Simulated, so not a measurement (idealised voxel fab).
process module | voxel wiring stack
cross-section cut | 210 nm wide | cells 5 nm
A cross-section is a grid of square cells, given in bands from the top down. A band is one or more rows of cells.
Each band's line starts with the height of the band's top and of its bottom, in nm. Then come its materials from left to right, each with its width in nm. One material with "throughout" fills the band from edge to edge. "air" is empty space.
Height 0 is the level under which the wafer as received is all one material. The lowest band goes on downwards, as in "0 down".
A width such as "30 to 40" changes by the same amount from each row of cells to the next, from the band's top row to its bottom row.
"no change" after a step means that no cell of the cross-section changed.
closed voids: empty space of 8 cells or more with no open way to the top, each as width x height at its distance from the left edge, in nm
after a step's settings: what the simulator itself notes on the step
overlay nm, on a step with a mask: how far to the right of its planned place the mask lay; to the left if negative
plan
1 op RECEIVE | material Si
2 op CONFORMAL_DEP | material SiO2 | thk nm 15
3 op DIRECTIONAL_DEP | material TiN | thk nm 5
4 op DIRECTIONAL_DEP | material W | thk nm 20
5 op DIRECTIONAL_DEP | material aC | thk nm 10
6 op PATTERN | tone cover | mask id METAL_1 | material resist | width nm 20 | pitch nm 40 | thk nm 25 | overlay nm 0
7 op DIRECTIONAL_ETCH | etch materials aC | depth nm 10
8 op STRIP | etch materials resist
9 op DIRECTIONAL_ETCH | etch materials W | depth nm 20
10 op DIRECTIONAL_ETCH | etch materials TiN | depth nm 5
11 op STRIP | etch materials aC
12 op CONFORMAL_DEP | material SiN | thk nm 5
13 op FILL_DEP | material lowk | thk nm 10
14 op CMP | height nm 40
15 op CONFORMAL_DEP | material SiCN | thk nm 5
16 op DIRECTIONAL_DEP | material lowk | thk nm 25
17 op PATTERN | tone open | mask id METAL_2 | material resist | width nm 20 | pitch nm 40 | thk nm 15 | overlay nm 0
18 op DIRECTIONAL_ETCH | etch materials lowk | depth nm 15
19 op STRIP | etch materials resist
20 op DIRECTIONAL_DEP | material aC | thk nm 15
21 op PATTERN | tone open | mask id METAL_2_HOLES | material resist | width nm 15 | pitch nm 80 | thk nm 30 | overlay nm 0
22 op DIRECTIONAL_ETCH | etch materials aC | depth nm 15
23 op STRIP | etch materials resist
24 op DIRECTIONAL_ETCH | etch materials lowk | depth nm 10
25 op DIRECTIONAL_ETCH | etch materials SiCN | depth nm 5
26 op STRIP | etch materials aC
27 op CONFORMAL_DEP | material TiN | thk nm 5
28 op FILL_DEP | material Cu | thk nm 10
29 op CMP | height nm 70
30 op CONFORMAL_DEP | material SiCN | thk nm 5
31 op DIRECTIONAL_DEP | material lowk | thk nm 10
32 op MASKED_ETCH | tone open | mask id PLUG_2 | width nm 15 | pitch nm 80 | etch materials lowk | depth nm 10 | overlay nm 0
33 op MASKED_ETCH | tone open | mask id PLUG_2 | width nm 15 | pitch nm 80 | etch materials SiCN | depth nm 5 | overlay nm 0
34 op CONFORMAL_DEP | material TiN | thk nm 5
35 op FILL_DEP | material Cu | thk nm 10
36 op CMP | height nm 85
37 op CONFORMAL_DEP | material SiN | thk nm 5
38 op DIRECTIONAL_DEP | material SiO2 | thk nm 20
39 op MASKED_ETCH | tone open | mask id METAL_3 | width nm 20 | pitch nm 40 | etch materials SiO2 | depth nm 20 | overlay nm 0
40 op MASKED_ETCH | tone open | mask id METAL_3 | width nm 20 | pitch nm 40 | etch materials SiN | depth nm 5 | overlay nm 0
41 op CONFORMAL_DEP | material TiN | thk nm 5
42 op FILL_DEP | material Cu | thk nm 10
43 op CMP | height nm 110
44 op CONFORMAL_DEP | material SiCN | thk nm 5
45 op DIRECTIONAL_DEP | material lowk | thk nm 35
46 op PATTERN | tone open | mask id METAL_4_HOLES | material resist | width nm 15 | pitch nm 40 | thk nm 20 | overlay nm 0
47 op DIRECTIONAL_ETCH | etch materials lowk | depth nm 35
48 op STRIP | etch materials resist
49 op DIRECTIONAL_DEP | material aC | thk nm 10
50 op PATTERN | tone open | mask id METAL_4 | material resist | width nm 15 | pitch nm 40 | thk nm 25 | overlay nm 0
51 op DIRECTIONAL_ETCH | etch materials aC | depth nm 10
52 op STRIP | etch materials resist
53 op DIRECTIONAL_ETCH | etch materials lowk | depth nm 20
54 op DIRECTIONAL_ETCH | etch materials SiCN | depth nm 5
55 op STRIP | etch materials aC
56 op CONFORMAL_DEP | material TiN | thk nm 5
57 op FILL_DEP | material Ru | thk nm 10
58 op CMP | height nm 150
59 op CONFORMAL_DEP | material SiN | thk nm 5
varied across the wafers: width nm of step 50. The plan shows the first wafer's value. All wafers start alike
first wafer as received, after step 1
  0 down: Si throughout
  closed voids: none
each wafer at the end: cells of each material gained (+) or lost (-) since it was received, then its closed voids
width nm 15 | +46 Cu | +27 Ru | +108 SiCN | +126 SiN | +246 SiO2 | +152 TiN | +48 W | +549 lowk | closed voids: none
width nm 20 | +46 Cu | +30 Ru | +105 SiCN | +126 SiN | +246 SiO2 | +152 TiN | +48 W | +549 lowk | closed voids: none
width nm 25 | +46 Cu | +39 Ru | +105 SiCN | +126 SiN | +246 SiO2 | +155 TiN | +48 W | +537 lowk | closed voids: none
